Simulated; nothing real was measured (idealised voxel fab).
process module | voxel self aligned contacts
cross-section cut | 145 nm wide | cells 5 nm
A cross-section is a grid of square cells, given in bands from the top down. A band is one or more rows of cells.
Each band's line starts with the height of the band's top and of its bottom, in nm. Then come its materials from left to right, each with its width in nm. One material with "throughout" fills the band from edge to edge. "air" is empty space.
Height 0 is the level under which the wafer as received is all one material. The lowest band goes on downwards, as in "0 down".
A width such as "30 to 40" changes by the same amount from each row of cells to the next, from the band's top row to its bottom row.
"no change" after a step means that no cell of the cross-section changed.
closed voids: empty space of 8 cells or more with no open way to the top, each as width x height at its distance from the left edge, in nm
after a step's settings: what the simulator itself notes on the step
overlay nm, on a step with a mask: how far to the right of its planned place the mask lay; to the left if negative
plan
1 op RECEIVE | material Si
2 op OXIDIZE | depth nm 5
3 op DIRECTIONAL_DEP | material polySi | thk nm 20
4 op DIRECTIONAL_DEP | material SiN | thk nm 15
5 op DIRECTIONAL_DEP | material aC | thk nm 10
6 op PATTERN | tone cover | mask id GATE | material resist | width nm 35 | pitch nm 60 | thk nm 30 | overlay nm 0
7 op DIRECTIONAL_ETCH | etch materials aC | depth nm 10
8 op STRIP | etch materials resist
9 op DIRECTIONAL_ETCH | etch materials SiN | depth nm 15
10 op DIRECTIONAL_ETCH | etch materials polySi | depth nm 20
11 op STRIP | etch materials aC
12 op CONFORMAL_DEP | material SiN | thk nm 5
13 op DIRECTIONAL_ETCH | etch materials SiN | depth nm 5
14 op FILL_DEP | material SiO2 | thk nm 15
15 op CMP | height nm 40
16 op MASKED_ETCH | tone open | mask id CONTACT | width nm 35 | etch materials SiO2 | depth nm 35 | overlay nm 0
17 op CONFORMAL_DEP | material TiN | thk nm 5
18 op FILL_DEP | material Ru | thk nm 5
19 op CMP | height nm 40
20 op CONFORMAL_DEP | material SiN | thk nm 5
varied across the wafers: depth nm of step 16. The plan shows the first wafer's value. All wafers start alike
first wafer as received, after step 1
  0 down: Si throughout
  closed voids: none
each wafer at the end: cells of each material gained (+) or lost (-) since it was received, then its closed voids
depth nm 35 | +6 Ru | -29 Si | +99 SiN | +110 SiO2 | +19 TiN | +56 polySi | closed voids: none
depth nm 40 | +7 Ru | -29 Si | +99 SiN | +107 SiO2 | +21 TiN | +56 polySi | closed voids: none
depth nm 45 | +8 Ru | -29 Si | +99 SiN | +104 SiO2 | +23 TiN | +56 polySi | closed voids: none
depth nm 50 | +8 Ru | -29 Si | +99 SiN | +104 SiO2 | +23 TiN | +56 polySi | closed voids: none
depth nm 55 | +8 Ru | -29 Si | +99 SiN | +104 SiO2 | +23 TiN | +56 polySi | closed voids: none
depth nm 60 | +8 Ru | -29 Si | +99 SiN | +104 SiO2 | +23 TiN | +56 polySi | closed voids: none
